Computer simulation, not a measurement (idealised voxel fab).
The following process module bears the name voxel self aligned contacts.
For reference, the cross-section in this document is cut, with width 255 nm and square cells of 5 nm.
This document writes a cross-section as a grid whose cells are square, and gives it as bands, listed from the top down; one or more rows of cells form a band. For a band, the entry starts with two heights in nm, that of the top and then that of the bottom, and carries on with the band's materials in order from left to right, each alongside its width in nm; the word "everywhere" beside a single material means it fills the band edge to edge, and "empty" means empty space. Ref level 0: as-received wafer is one material below here. Bottom band extends down with no lower bound ("from 0 down"). Read "30->40" as a graded width: first number on top, second number at the bottom, same change between each pair of neighbouring rows. Any step labelled "identical to before" changed none of the cells in the cross-section. "Sealed cavities" lists enclosed empty spaces (at least 8 cells, no open path upward to the top), each as width x height at distance from the left edge, in nm. Whatever follows a step's settings on its line is a remark the simulator itself makes about that step. Steps that use a mask can have "overlay nm" on their line. It says how far the mask sat to the right of where it was meant to be. Negative means to the left.

Steps in the process plan
- 1: op RECEIVE | material Si
- 2: op OXIDIZE | depth nm 5
- 3: op DIRECTIONAL_DEP | material polySi | thk nm 20
- 4: op DIRECTIONAL_DEP | material SiN | thk nm 20
- 5: op DIRECTIONAL_DEP | material aC | thk nm 10
- 6: op PATTERN | tone cover | mask id GATE | material resist | width nm 35 | pitch nm 60 | thk nm 30 | overlay nm 0
- 7: op DIRECTIONAL_ETCH | etch materials aC | depth nm 10
- 8: op STRIP | etch materials resist
- 9: op DIRECTIONAL_ETCH | etch materials SiN | depth nm 20
- 10: op DIRECTIONAL_ETCH | etch materials polySi | depth nm 20
- 11: op STRIP | etch materials aC
- 12: op CONFORMAL_DEP | material SiN | thk nm 5
- 13: op DIRECTIONAL_ETCH | etch materials SiN | depth nm 5
- 14: op FILL_DEP | material SiO2 | thk nm 15
- 15: op CMP | height nm 45
- 16: op DIRECTIONAL_DEP | material aC | thk nm 10
- 17: op PATTERN | tone open | mask id CONTACT | material resist | width nm 35 | pitch nm 60 | thk nm 25 | overlay nm 0
- 18: op DIRECTIONAL_ETCH | etch materials aC | depth nm 10
- 19: op STRIP | etch materials resist
- 20: op DIRECTIONAL_ETCH | etch materials SiO2 | depth nm 50
- 21: op STRIP | etch materials aC
- 22: op CONFORMAL_DEP | material TiN | thk nm 5
- 23: op FILL_DEP | material W | thk nm 10
- 24: op CMP | height nm 45
- 25: op CONFORMAL_DEP | material SiCN | thk nm 5

Concerning the first of two wafers, which was run in accordance with the plan

Wafer at receipt (post step 1), cross-section
	from 0 down | Si everywhere
	Sealed cavities: none

Cross-section through the wafer, step 2 finished
	from 0 to -5 | SiO2 everywhere
	below -5: unchanged

Cross-section through the wafer, step 3 finished
	from 20 to 0 | polySi everywhere
	below 0: unchanged

Cross-section through the wafer, step 4 finished
	from 40 to 20 | SiN everywhere
	below 20: unchanged

Cross-section through the wafer, step 5 finished
	from 50 to 40 | aC everywhere
	below 40: unchanged

Cross-section through the wafer, step 6 finished
	from 80 to 50 | 50 empty  35 resist  25 empty  35 resist  25 empty  35 resist  50 empty
	below 50: unchanged

Cross-section through the wafer, step 7 finished
	from 70 to 50 | 50 empty  35 resist  25 empty  35 resist  25 empty  35 resist  50 empty
	from 50 to 40 | 50 empty  35 aC  25 empty  35 aC  25 empty  35 aC  50 empty
	below 40: unchanged

Cross-section through the wafer, step 8 finished
	from 50 to 40 | 50 empty  35 aC  25 empty  35 aC  25 empty  35 aC  50 empty
	below 40: unchanged

Cross-section through the wafer, step 9 finished
	from 50 to 40 | 50 empty  35 aC  25 empty  35 aC  25 empty  35 aC  50 empty
	from 40 to 20 | 50 empty  35 SiN  25 empty  35 SiN  25 empty  35 SiN  50 empty
	below 20: unchanged

Cross-section through the wafer, step 10 finished
	from 50 to 40 | 50 empty  35 aC  25 empty  35 aC  25 empty  35 aC  50 empty
	from 40 to 20 | 50 empty  35 SiN  25 empty  35 SiN  25 empty  35 SiN  50 empty
	from 20 to 0 | 50 empty  35 polySi  25 empty  35 polySi  25 empty  35 polySi  50 empty
	below 0: unchanged

Cross-section through the wafer, step 11 finished
	from 40 to 20 | 50 empty  35 SiN  25 empty  35 SiN  25 empty  35 SiN  50 empty
	below 20: unchanged

Cross-section through the wafer, step 12 finished
	from 45 to 20 | 45 empty  45 SiN  15 empty  45 SiN  15 empty  45 SiN  45 empty
	from 20 to 5 | 45 empty  5 SiN  35 polySi  5 SiN  15 empty  5 SiN  35 polySi  5 SiN  15 empty  5 SiN  35 polySi  5 SiN  45 empty
	from 5 to 0 | 50 SiN  35 polySi  25 SiN  35 polySi  25 SiN  35 polySi  50 SiN
	below 0: unchanged

Cross-section through the wafer, step 13 finished
	from 40 to 20 | 45 empty  45 SiN  15 empty  45 SiN  15 empty  45 SiN  45 empty
	from 20 to 0 | 45 empty  5 SiN  35 polySi  5 SiN  15 empty  5 SiN  35 polySi  5 SiN  15 empty  5 SiN  35 polySi  5 SiN  45 empty
	below 0: unchanged

Cross-section through the wafer, step 14 finished
	from 55 to 40 | SiO2 everywhere
	from 40 to 20 | 45 SiO2  45 SiN  15 SiO2  45 SiN  15 SiO2  45 SiN  45 SiO2
	from 20 to 0 | 45 SiO2  5 SiN  35 polySi  5 SiN  15 SiO2  5 SiN  35 polySi  5 SiN  15 SiO2  5 SiN  35 polySi  5 SiN  45 SiO2
	below 0: unchanged

Cross-section through the wafer, step 15 finished
	from 45 to 40 | SiO2 everywhere
	below 40: unchanged

Cross-section through the wafer, step 16 finished
	from 55 to 45 | aC everywhere
	below 45: unchanged

Cross-section through the wafer, step 17 finished
	from 80 to 55 | 80 resist  35 empty  25 resist  35 empty  80 resist
	below 55: unchanged

Cross-section through the wafer, step 18 finished
	from 70 to 55 | 80 resist  35 empty  25 resist  35 empty  80 resist
	from 55 to 45 | 80 aC  35 empty  25 aC  35 empty  80 aC
	below 45: unchanged

Cross-section through the wafer, step 19 finished
	from 55 to 45 | 80 aC  35 empty  25 aC  35 empty  80 aC
	below 45: unchanged

Cross-section through the wafer, step 20 finished
	from 55 to 45 | 80 aC  35 empty  25 aC  35 empty  80 aC
	from 45 to 40 | 80 SiO2  35 empty  25 SiO2  35 empty  80 SiO2
	from 40 to 20 | 45 SiO2  45 SiN  15 empty  45 SiN  15 empty  45 SiN  45 SiO2
	from 20 to 0 | 45 SiO2  5 SiN  35 polySi  5 SiN  15 empty  5 SiN  35 polySi  5 SiN  15 empty  5 SiN  35 polySi  5 SiN  45 SiO2
	from 0 to -5 | 90 SiO2  15 empty  45 SiO2  15 empty  90 SiO2
	below -5: unchanged

Cross-section through the wafer, step 21 finished
	from 45 to 40 | 80 SiO2  35 empty  25 SiO2  35 empty  80 SiO2
	below 40: unchanged

Cross-section through the wafer, step 22 finished
	from 50 to 45 | 85 TiN  25 empty  35 TiN  25 empty  85 TiN
	from 45 to 40 | 80 SiO2  15 TiN  5 empty  15 TiN  25 SiO2  15 TiN  5 empty  15 TiN  80 SiO2
	from 40 to 20 | 45 SiO2  45 SiN  5 TiN  5 empty  5 TiN  45 SiN  5 TiN  5 empty  5 TiN  45 SiN  45 SiO2
	from 20 to 0 | 45 SiO2  5 SiN  35 polySi  5 SiN  5 TiN  5 empty  5 TiN  5 SiN  35 polySi  5 SiN  5 TiN  5 empty  5 TiN  5 SiN  35 polySi  5 SiN  45 SiO2
	from 0 to -5 | 90 SiO2  15 TiN  45 SiO2  15 TiN  90 SiO2
	below -5: unchanged

Cross-section through the wafer, step 23 finished
	from 60 to 50 | W everywhere
	from 50 to 45 | 85 TiN  25 W  35 TiN  25 W  85 TiN
	from 45 to 40 | 80 SiO2  15 TiN  5 W  15 TiN  25 SiO2  15 TiN  5 W  15 TiN  80 SiO2
	from 40 to 20 | 45 SiO2  45 SiN  5 TiN  5 W  5 TiN  45 SiN  5 TiN  5 W  5 TiN  45 SiN  45 SiO2
	from 20 to 0 | 45 SiO2  5 SiN  35 polySi  5 SiN  5 TiN  5 W  5 TiN  5 SiN  35 polySi  5 SiN  5 TiN  5 W  5 TiN  5 SiN  35 polySi  5 SiN  45 SiO2
	below 0: unchanged

Cross-section through the wafer, step 24 finished
	from 45 to 40 | 80 SiO2  15 TiN  5 W  15 TiN  25 SiO2  15 TiN  5 W  15 TiN  80 SiO2
	below 40: unchanged

Cross-section through the wafer, step 25 finished
	from 50 to 45 | SiCN everywhere
	below 45: unchanged

For the second wafer, take the first wafer's start and plan, then add one mistake made in running it; everything through step 1, that step included, is shared with the first

Cross-section of the second wafer at the time by which step 2 should have been completed according to the plan
	from 20 to 0 | polySi everywhere
	below 0: unchanged

Cross-section of the second wafer at the time by which step 3 should have been completed according to the plan
	from 20 to 15 | SiO2 everywhere
	below 15: unchanged

Cross-section of the second wafer at the time by which step 4 should have been completed according to the plan
	from 40 to 20 | SiN everywhere
	below 20: unchanged

Cross-section of the second wafer at the time by which step 5 should have been completed according to the plan
	from 50 to 40 | aC everywhere
	below 40: unchanged

Cross-section of the second wafer at the time by which step 6 should have been completed according to the plan
	from 80 to 50 | 50 empty  35 resist  25 empty  35 resist  25 empty  35 resist  50 empty
	below 50: unchanged

Cross-section of the second wafer at the time by which step 7 should have been completed according to the plan
	from 70 to 50 | 50 empty  35 resist  25 empty  35 resist  25 empty  35 resist  50 empty
	from 50 to 40 | 50 empty  35 aC  25 empty  35 aC  25 empty  35 aC  50 empty
	below 40: unchanged

Cross-section of the second wafer at the time by which step 8 should have been completed according to the plan
	from 50 to 40 | 50 empty  35 aC  25 empty  35 aC  25 empty  35 aC  50 empty
	below 40: unchanged

Cross-section of the second wafer at the time by which step 9 should have been completed according to the plan
	from 50 to 40 | 50 empty  35 aC  25 empty  35 aC  25 empty  35 aC  50 empty
	from 40 to 20 | 50 empty  35 SiN  25 empty  35 SiN  25 empty  35 SiN  50 empty
	below 20: unchanged

Cross-section of the second wafer at the time by which step 10 should have been completed according to the plan: identical to before

Cross-section of the second wafer at the time by which step 11 should have been completed according to the plan
	from 40 to 20 | 50 empty  35 SiN  25 empty  35 SiN  25 empty  35 SiN  50 empty
	below 20: unchanged

Cross-section of the second wafer at the time by which step 12 should have been completed according to the plan
	from 45 to 25 | 45 empty  45 SiN  15 empty  45 SiN  15 empty  45 SiN  45 empty
	from 25 to 20 | SiN everywhere
	below 20: unchanged

Cross-section of the second wafer at the time by which step 13 should have been completed according to the plan
	from 40 to 20 | 45 empty  45 SiN  15 empty  45 SiN  15 empty  45 SiN  45 empty
	below 20: unchanged

Cross-section of the second wafer at the time by which step 14 should have been completed according to the plan
	from 55 to 40 | SiO2 everywhere
	from 40 to 20 | 45 SiO2  45 SiN  15 SiO2  45 SiN  15 SiO2  45 SiN  45 SiO2
	below 20: unchanged

Cross-section of the second wafer at the time by which step 15 should have been completed according to the plan
	from 45 to 40 | SiO2 everywhere
	below 40: unchanged

Cross-section of the second wafer at the time by which step 16 should have been completed according to the plan
	from 55 to 45 | aC everywhere
	below 45: unchanged

Cross-section of the second wafer at the time by which step 17 should have been completed according to the plan
	from 80 to 55 | 80 resist  35 empty  25 resist  35 empty  80 resist
	below 55: unchanged

Cross-section of the second wafer at the time by which step 18 should have been completed according to the plan
	from 70 to 55 | 80 resist  35 empty  25 resist  35 empty  80 resist
	from 55 to 45 | 80 aC  35 empty  25 aC  35 empty  80 aC
	below 45: unchanged

Cross-section of the second wafer at the time by which step 19 should have been completed according to the plan
	from 55 to 45 | 80 aC  35 empty  25 aC  35 empty  80 aC
	below 45: unchanged

Cross-section of the second wafer at the time by which step 20 should have been completed according to the plan
	from 55 to 45 | 80 aC  35 empty  25 aC  35 empty  80 aC
	from 45 to 40 | 80 SiO2  35 empty  25 SiO2  35 empty  80 SiO2
	from 40 to 20 | 45 SiO2  45 SiN  15 empty  45 SiN  15 empty  45 SiN  45 SiO2
	from 20 to 15 | 90 SiO2  15 empty  45 SiO2  15 empty  90 SiO2
	below 15: unchanged

Cross-section of the second wafer at the time by which step 21 should have been completed according to the plan
	from 45 to 40 | 80 SiO2  35 empty  25 SiO2  35 empty  80 SiO2
	below 40: unchanged

Cross-section of the second wafer at the time by which step 22 should have been completed according to the plan
	from 50 to 45 | 85 TiN  25 empty  35 TiN  25 empty  85 TiN
	from 45 to 40 | 80 SiO2  15 TiN  5 empty  15 TiN  25 SiO2  15 TiN  5 empty  15 TiN  80 SiO2
	from 40 to 20 | 45 SiO2  45 SiN  5 TiN  5 empty  5 TiN  45 SiN  5 TiN  5 empty  5 TiN  45 SiN  45 SiO2
	from 20 to 15 | 90 SiO2  15 TiN  45 SiO2  15 TiN  90 SiO2
	below 15: unchanged

Cross-section of the second wafer at the time by which step 23 should have been completed according to the plan
	from 60 to 50 | W everywhere
	from 50 to 45 | 85 TiN  25 W  35 TiN  25 W  85 TiN
	from 45 to 40 | 80 SiO2  15 TiN  5 W  15 TiN  25 SiO2  15 TiN  5 W  15 TiN  80 SiO2
	from 40 to 20 | 45 SiO2  45 SiN  5 TiN  5 W  5 TiN  45 SiN  5 TiN  5 W  5 TiN  45 SiN  45 SiO2
	below 20: unchanged

Cross-section of the second wafer at the time by which step 24 should have been completed according to the plan
	from 45 to 40 | 80 SiO2  15 TiN  5 W  15 TiN  25 SiO2  15 TiN  5 W  15 TiN  80 SiO2
	below 40: unchanged

Cross-section of the second wafer at the time by which step 25 should have been completed according to the plan
	from 50 to 45 | SiCN everywhere
	below 45: unchanged
Here's what went sideways: steps 2 and 3 of the plan were run in the wrong order, each in the other's place
The closing comparison, in cells, has the second wafer with more or fewer of some materials than the first: +51 Si, -24 SiN, -72 SiO2, -16 TiN, -8 W, +69 polySi
